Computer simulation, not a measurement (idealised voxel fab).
Process module, titled voxel capacitor over wiring
Displayed cross-section: cut, width of 180 nm, square cells sized 5 nm.
Cross-section spec: square-cell grid; bands listed top down; each band is one or more rows. A band entry consists of two parts. The first gives the height of the band's top and the height of its bottom, in nm. The rest lists the band's materials from left to right, each with its width in nm. A single material labelled with the word "full width" fills the band from edge to edge, and the word "blank" marks empty space. Height datum 0, below which the as-received substrate wafer is one material. Lowest band open at the bottom, running downward: "0 -> down". You'd read "30->40" like this: the band's top row of cells is as wide as the first number, its bottom row is as wide as the second, and going down, every row changes width by the same amount as the row before did. The cross-section has no changed cell in any step marked "no change occurred". The label "Unvented cavities" introduces a list of the empty spaces, 8 cells or larger, that have no open way up to the top; each entry in it reads width x height at distance, where the distance is taken from the left edge and all three are stated in nm. Post-settings text on a step line: simulator's own remark regarding the step. Regarding "overlay nm": on a step with a mask, it is the distance the mask lay to the right of its planned place; a negative value places it to the left.
Plan:
1) RECEIVE (material Si)
2) CONFORMAL_DEP (material SiO2; thk nm 15)
3) DIRECTIONAL_DEP (material TiN; thk nm 5)
4) DIRECTIONAL_DEP (material Ru; thk nm 20)
5) PATTERN (tone cover; mask id METAL_1; material resist; width nm 25; pitch nm 95; thk nm 20; overlay nm 0)
6) DIRECTIONAL_ETCH (etch materials Ru; depth nm 20)
7) DIRECTIONAL_ETCH (etch materials TiN; depth nm 5)
8) STRIP (etch materials resist)
9) CONFORMAL_DEP (material SiCN; thk nm 5)
10) FILL_DEP (material lowk; thk nm 5)
11) CMP (height nm 40)
12) CONFORMAL_DEP (material SiCN; thk nm 5)
13) DIRECTIONAL_DEP (material SiO2; thk nm 10)
14) DIRECTIONAL_DEP (material aC; thk nm 15)
15) PATTERN (tone open; mask id PLUG_1; material resist; width nm 15; thk nm 35; overlay nm 0)
16) DIRECTIONAL_ETCH (etch materials aC; depth nm 15)
17) STRIP (etch materials resist)
18) DIRECTIONAL_ETCH (etch materials SiO2; depth nm 10)
19) DIRECTIONAL_ETCH (etch materials SiCN; depth nm 5)
20) STRIP (etch materials aC)
21) EPI (material Ru; thk nm 10)
22) EPI (material Ru; thk nm 5)
23) DIRECTIONAL_DEP (material TiN; thk nm 5)
24) DIRECTIONAL_DEP (material HfO2; thk nm 5)
25) DIRECTIONAL_DEP (material TiN; thk nm 5)
26) DIRECTIONAL_DEP (material aC; thk nm 15)
27) PATTERN (tone cover; mask id UPPER_PLATE; material resist; width nm 75; thk nm 30; overlay nm -15)
28) DIRECTIONAL_ETCH (etch materials aC; depth nm 15)
29) STRIP (etch materials resist)
30) DIRECTIONAL_ETCH (etch materials TiN; depth nm 5)
31) DIRECTIONAL_ETCH (etch materials HfO2; depth nm 5)
32) STRIP (etch materials aC)
33) DIRECTIONAL_DEP (material aC; thk nm 15)
34) PATTERN (tone cover; mask id LOWER_PLATE; material resist; width nm 85; thk nm 35; overlay nm 0)
35) DIRECTIONAL_ETCH (etch materials aC; depth nm 15)
36) STRIP (etch materials resist)
37) DIRECTIONAL_ETCH (etch materials TiN; depth nm 5)
38) STRIP (etch materials aC)
39) FILL_DEP (material SiO2; thk nm 15)
40) CMP (height nm 80)
41) DIRECTIONAL_DEP (material aC; thk nm 10)
42) PATTERN (tone open; mask id PLUG_2; material resist; width nm 15; thk nm 30; overlay nm 0)
43) DIRECTIONAL_ETCH (etch materials aC; depth nm 10)
44) STRIP (etch materials resist)
45) DIRECTIONAL_ETCH (etch materials SiO2; depth nm 10)
46) STRIP (etch materials aC)
47) CONFORMAL_DEP (material TiN; thk nm 5)
48) FILL_DEP (material W; thk nm 10)
49) CMP (height nm 80)
50) CONFORMAL_DEP (material SiCN; thk nm 5)
For this document, wafers share an identical start and vary in the step 27 overlay nm; the plan quotes the first wafer's value.
Cross-section, first of several wafers, as delivered after step 1:
> 0 -> down  Si full width
> Unvented cavities: none
End-of-module cross-section, first of several wafers, after last step 50:
> 85 -> 80  SiCN full width
> 80 -> 75  SiO2 50 nm  TiN 5 nm  W 5 nm  TiN 5 nm  SiO2 115 nm
> 75 -> 65  SiO2 50->35 nm  TiN 15->65 nm  SiO2 115->80 nm
> 65 -> 60  SiO2 25 nm  HfO2 75 nm  SiO2 80 nm
> 60 -> 55  SiO2 25 nm  TiN 95 nm  SiO2 60 nm
> 55 -> 45  SiO2 40 nm  Ru 15 nm  SiO2 125 nm
> 45 -> 40  SiCN 40 nm  Ru 15 nm  SiCN 125 nm
> 40 -> 20  lowk 25 nm  SiCN 5 nm  Ru 25 nm  SiCN 5 nm  lowk 60 nm  SiCN 5 nm  Ru 25 nm  SiCN 5 nm  lowk 25 nm
> 20 -> 15  SiCN 30 nm  TiN 25 nm  SiCN 70 nm  TiN 25 nm  SiCN 30 nm
> 15 -> 0  SiO2 full width
> 0 -> down  Si full width
> Unvented cavities: none
The final wafer, sectioned at module end:
> 85 -> 80  SiCN full width
> 80 -> 75  SiO2 50 nm  TiN 5 nm  W 5 nm  TiN 5 nm  SiO2 115 nm
> 75 -> 65  SiO2 50->55 nm  TiN 15->65 nm  SiO2 115->60 nm
> 65 -> 60  SiO2 55 nm  HfO2 75 nm  SiO2 50 nm
> 60 -> 55  SiO2 35 nm  TiN 95 nm  SiO2 50 nm
> 55 -> 45  SiO2 40 nm  Ru 15 nm  SiO2 125 nm
> 45 -> 40  SiCN 40 nm  Ru 15 nm  SiCN 125 nm
> 40 -> 20  lowk 25 nm  SiCN 5 nm  Ru 25 nm  SiCN 5 nm  lowk 60 nm  SiCN 5 nm  Ru 25 nm  SiCN 5 nm  lowk 25 nm
> 20 -> 15  SiCN 30 nm  TiN 25 nm  SiCN 70 nm  TiN 25 nm  SiCN 30 nm
> 15 -> 0  SiO2 full width
> 0 -> down  Si full width
> Unvented cavities: none
Rows = wafers. At module end, each row lists per material the cells gained (+) or lost (-) since the wafer was received, then the closed voids:
overlay nm -15, +15 HfO2, +49 Ru, +111 SiCN, +301 SiO2, +47 TiN, +1 W, +88 lowk, Unvented cavities: none
overlay nm -10, +15 HfO2, +49 Ru, +111 SiCN, +301 SiO2, +47 TiN, +1 W, +88 lowk, Unvented cavities: none
overlay nm -5, +15 HfO2, +49 Ru, +111 SiCN, +301 SiO2, +47 TiN, +1 W, +88 lowk, Unvented cavities: none
overlay nm 0, +15 HfO2, +49 Ru, +111 SiCN, +301 SiO2, +47 TiN, +1 W, +88 lowk, Unvented cavities: none
overlay nm 5, +15 HfO2, +49 Ru, +111 SiCN, +301 SiO2, +47 TiN, +1 W, +88 lowk, Unvented cavities: none
overlay nm 10, +15 HfO2, +49 Ru, +111 SiCN, +301 SiO2, +47 TiN, +1 W, +88 lowk, Unvented cavities: none
overlay nm 15, +15 HfO2, +49 Ru, +111 SiCN, +301 SiO2, +47 TiN, +1 W, +88 lowk, Unvented cavities: none
